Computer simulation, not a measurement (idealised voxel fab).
The name of this process module is voxel wiring stack.
Shown is cross-section cut, with a width of 265 nm and square cells of size 5 nm.
Just so we're on the same page, the cross-sections are grids of square cells, and they're listed out in bands top to bottom, each band one or more rows deep. The entry gives the band's vertical extent as a top height and a bottom height in nm, then its horizontal make-up as materials from left to right, each with a width in nm. "empty" stands for empty space; a single material marked "all across" fills the band edge to edge. Where do heights start? At 0: under that level the wafer as delivered is made of one material only. And the lowest band has no floor; it just carries on downward, as in "z 0 and below". Note: "30 to 40" means the width goes from the first number (top row of the band) to the second number (bottom row) in equal steps per row of cells. Key: "identical to before" - step with no changed cell in the cross-section. Entry "Enclosed cavities". Content: empty spaces with no open connection to the top, size 8 cells or greater. Each: width x height at distance. Distance: from left edge. Unit: nm. Whatever follows a step's settings on its line is a remark the simulator itself makes about that step. Each step line may optionally specify "overlay nm", which for a step with a mask gives the rightward distance between the mask's planned place and where it lay, a negative value indicating the leftward direction.

## The process steps that were planned are listed below
step 1: op RECEIVE | material Si
step 2: op CONFORMAL_DEP | material SiO2 | thk nm 10
step 3: op CONFORMAL_DEP | material SiCN | thk nm 5
step 4: op DIRECTIONAL_DEP | material SiO2 | thk nm 20
step 5: op DIRECTIONAL_DEP | material aC | thk nm 15
step 6: op PATTERN | tone open | mask id METAL_1 | material resist | width nm 30 | pitch nm 60 | thk nm 35 | overlay nm 0
step 7: op DIRECTIONAL_ETCH | etch materials aC | depth nm 15
step 8: op STRIP | etch materials resist
step 9: op DIRECTIONAL_ETCH | etch materials SiO2 | depth nm 20
step 10: op DIRECTIONAL_ETCH | etch materials SiCN | depth nm 5
step 11: op STRIP | etch materials aC
step 12: op CONFORMAL_DEP | material TiN | thk nm 5
step 13: op FILL_DEP | material W | thk nm 5
step 14: op CMP | height nm 35
step 15: op EPI | material Ru | thk nm 5
step 16: op FILL_DEP | material SiCN | thk nm 5
step 17: op DIRECTIONAL_DEP | material SiO2 | thk nm 10
step 18: op PATTERN | tone open | mask id PLUG_1 | material resist | width nm 15 | pitch nm 60 | thk nm 15 | overlay nm 0
step 19: op DIRECTIONAL_ETCH | etch materials SiO2 | depth nm 10
step 20: op DIRECTIONAL_ETCH | etch materials SiCN | depth nm 5
step 21: op STRIP | etch materials resist
step 22: op EPI | material Ru | thk nm 10
step 23: op EPI | material Ru | thk nm 5
step 24: op DIRECTIONAL_DEP | material TiN | thk nm 5
step 25: op DIRECTIONAL_DEP | material W | thk nm 15
step 26: op DIRECTIONAL_DEP | material aC | thk nm 15
step 27: op PATTERN | tone cover | mask id METAL_2 | material resist | width nm 30 | pitch nm 60 | thk nm 30 | overlay nm 0
step 28: op DIRECTIONAL_ETCH | etch materials aC | depth nm 15
step 29: op STRIP | etch materials resist
step 30: op DIRECTIONAL_ETCH | etch materials W | depth nm 15
step 31: op DIRECTIONAL_ETCH | etch materials TiN | depth nm 5
step 32: op STRIP | etch materials aC
step 33: op CONFORMAL_DEP | material SiN | thk nm 5
step 34: op FILL_DEP | material lowk | thk nm 5
step 35: op CMP | height nm 75
step 36: op CONFORMAL_DEP | material SiCN | thk nm 5

## Cross-section of the wafer upon arrival, representing the state reached after step 1
> z 0 and below = Si all across
> Enclosed cavities: none

## Same starting wafer, same plan as above, one mistake in the execution; this is the cross-section at the end of the module
> z 80 to 75 = SiCN all across
> z 75 to 60 = 50 of lowk; 5 of SiN; 30 of W; 5 of SiN; 20 of lowk; 5 of SiN; 30 of W; 5 of SiN; 20 of lowk; 5 of SiN; 30 of W; 5 of SiN; 55 of lowk
> z 60 to 55 = 55 of SiN; 30 of TiN; 30 of SiN; 30 of TiN; 30 of SiN; 30 of TiN; 60 of SiN
> z 55 to 45 = 55 of SiO2; 15 of Ru; 45 of SiO2; 15 of Ru; 45 of SiO2; 15 of Ru; 75 of SiO2
> z 45 to 40 = 55 of SiCN; 15 of Ru; 45 of SiCN; 15 of Ru; 45 of SiCN; 15 of Ru; 75 of SiCN
> z 40 to 35 = Ru all across
> z 35 to 15 = TiN all across
> z 15 to 10 = SiCN all across
> z 10 to 0 = SiO2 all across
> z 0 and below = Si all across
> Enclosed cavities: none
Where did the run depart from the plan? the process deviated at step 4: the operation and settings actually run there were op DIRECTIONAL_DEP | material TiN | thk nm 20
